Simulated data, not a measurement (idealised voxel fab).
Process module under the name voxel transistor to metal
Pictured: cross-section cut, 195 nm wide, on a grid of 5 nm square cells.
Just so we're on the same page, the cross-sections are grids of square cells, and they're listed out in bands top to bottom, each band one or more rows deep. Read a band's entry like this: the first values are the height of its top and the height of its bottom in nm, and what follows is the sequence of materials from left to right, each with its width in nm. Note that "blank" is empty space, and that a single material marked "edge to edge" reaches across the band from edge to edge. A quick word on heights: they are counted from 0, and under that level the wafer as it came to us is one material throughout. The lowest band is different from the rest in having no bottom; it simply continues downward, written as in "z 0 and below". Read "30..40" as a graded width: first number on top, second number at the bottom, same change between each pair of neighbouring rows. Step marked "no alteration"? Then no cell in the cross-section changed in it. Empty spaces without an open route to the top, at least 8 cells in extent, make up the entry "Closed void register"; each is given as width x height at distance, where the distance is measured from the left edge, and all are in nm. On a step's line, text after the settings is the simulator commenting on that step. A step's line can hold "overlay nm"; with a mask on that step, the setting says how far right of the planned place the mask lay, while a negative setting says it lay to the left.

**Below is the list of planned process steps**
1) op RECEIVE | material Si
2) op OXIDIZE | depth nm 5
3) op CONFORMAL_DEP | material SiN | thk nm 5
4) op PATTERN | tone cover | mask id ACTIVE | material resist | width nm 115 | thk nm 20 | overlay nm 0
5) op DIRECTIONAL_ETCH | etch materials SiN | depth nm 10
6) op DIRECTIONAL_ETCH | etch materials SiO2 | depth nm 5
7) op DIRECTIONAL_ETCH | etch materials Si | depth nm 35
8) op STRIP | etch materials resist
9) op FILL_DEP | material SiO2 | thk nm 5
10) op CMP | height nm 10
11) op SELECTIVE_ETCH | etch materials SiO2 | depth nm 10
12) op STRIP | etch materials SiN
13) op SELECTIVE_ETCH | etch materials SiO2 | depth nm 5
14) op OXIDIZE | depth nm 5
15) op DIRECTIONAL_DEP | material polySi | thk nm 20
16) op DIRECTIONAL_DEP | material SiCN | thk nm 10
17) op MASKED_ETCH | tone cover | mask id GATE | width nm 25 | etch materials SiCN | depth nm 20 | overlay nm 0
18) op MASKED_ETCH | tone cover | mask id GATE | width nm 25 | etch materials polySi | depth nm 30 | overlay nm 0
19) op CONFORMAL_DEP | material SiN | thk nm 10
20) op DIRECTIONAL_ETCH | etch materials SiN | depth nm 10
21) op DIRECTIONAL_ETCH | etch materials SiO2 | depth nm 5
22) op DIRECTIONAL_ETCH | etch materials Si | depth nm 10
23) op EPI | material SiGe | thk nm 10
24) op FILL_DEP | material SiO2 | thk nm 5
25) op CMP | height nm 15
26) op STRIP | etch materials polySi
27) op SELECTIVE_ETCH | etch materials SiO2 | depth nm 5
28) op CONFORMAL_DEP | material HfO2 | thk nm 5
29) op CONFORMAL_DEP | material TiN | thk nm 5
30) op FILL_DEP | material W | thk nm 10
31) op CMP | height nm 10
32) op DIRECTIONAL_DEP | material SiO2 | thk nm 15
33) op MASKED_ETCH | tone open | mask id CONTACT | width nm 20 | pitch nm 75 | etch materials SiO2 | depth nm 35 | overlay nm 0
34) op CONFORMAL_DEP | material TiN | thk nm 5
35) op FILL_DEP | material W | thk nm 10
36) op CMP | height nm 25
37) op DIRECTIONAL_DEP | material TiN | thk nm 5
38) op DIRECTIONAL_DEP | material W | thk nm 20
39) op PATTERN | tone cover | mask id METAL_1 | material resist | width nm 20 | pitch nm 75 | thk nm 15 | overlay nm 0
40) op DIRECTIONAL_ETCH | etch materials W | depth nm 20
41) op DIRECTIONAL_ETCH | etch materials TiN | depth nm 5
42) op STRIP | etch materials resist
43) op CONFORMAL_DEP | material SiN | thk nm 5
44) op FILL_DEP | material lowk | thk nm 5
45) op CMP | height nm 50
46) op CONFORMAL_DEP | material SiCN | thk nm 5
Every wafer here starts from the same state; it is the step 3 thk nm that distinguishes them, and the value the plan gives belongs to the first wafer.

**This is how the first of several wafers looked in cross-section when it arrived, which is after step 1**
	z 0 and below  Si edge to edge
	Closed void register: none

**Per wafer (row), end of module: delta in cells per material since receipt, (+) for gained, (-) for lost; closed voids after that**
thk nm 5, +13 HfO2, -202 Si, +39 SiCN, +36 SiGe, +59 SiN, +275 SiO2, +47 TiN, +54 W, +108 lowk, Closed void register: none
thk nm 10, +13 HfO2, -202 Si, +39 SiCN, +36 SiGe, +59 SiN, +275 SiO2, +47 TiN, +54 W, +108 lowk, Closed void register: none
thk nm 15, +13 HfO2, -138 Si, +39 SiCN, +68 SiGe, +59 SiN, +179 SiO2, +47 TiN, +54 W, +108 lowk, Closed void register: none
thk nm 20, +13 HfO2, -138 Si, +39 SiCN, +68 SiGe, +59 SiN, +179 SiO2, +47 TiN, +54 W, +108 lowk, Closed void register: none
thk nm 25, +13 HfO2, -138 Si, +39 SiCN, +68 SiGe, +59 SiN, +179 SiO2, +47 TiN, +54 W, +108 lowk, Closed void register: none
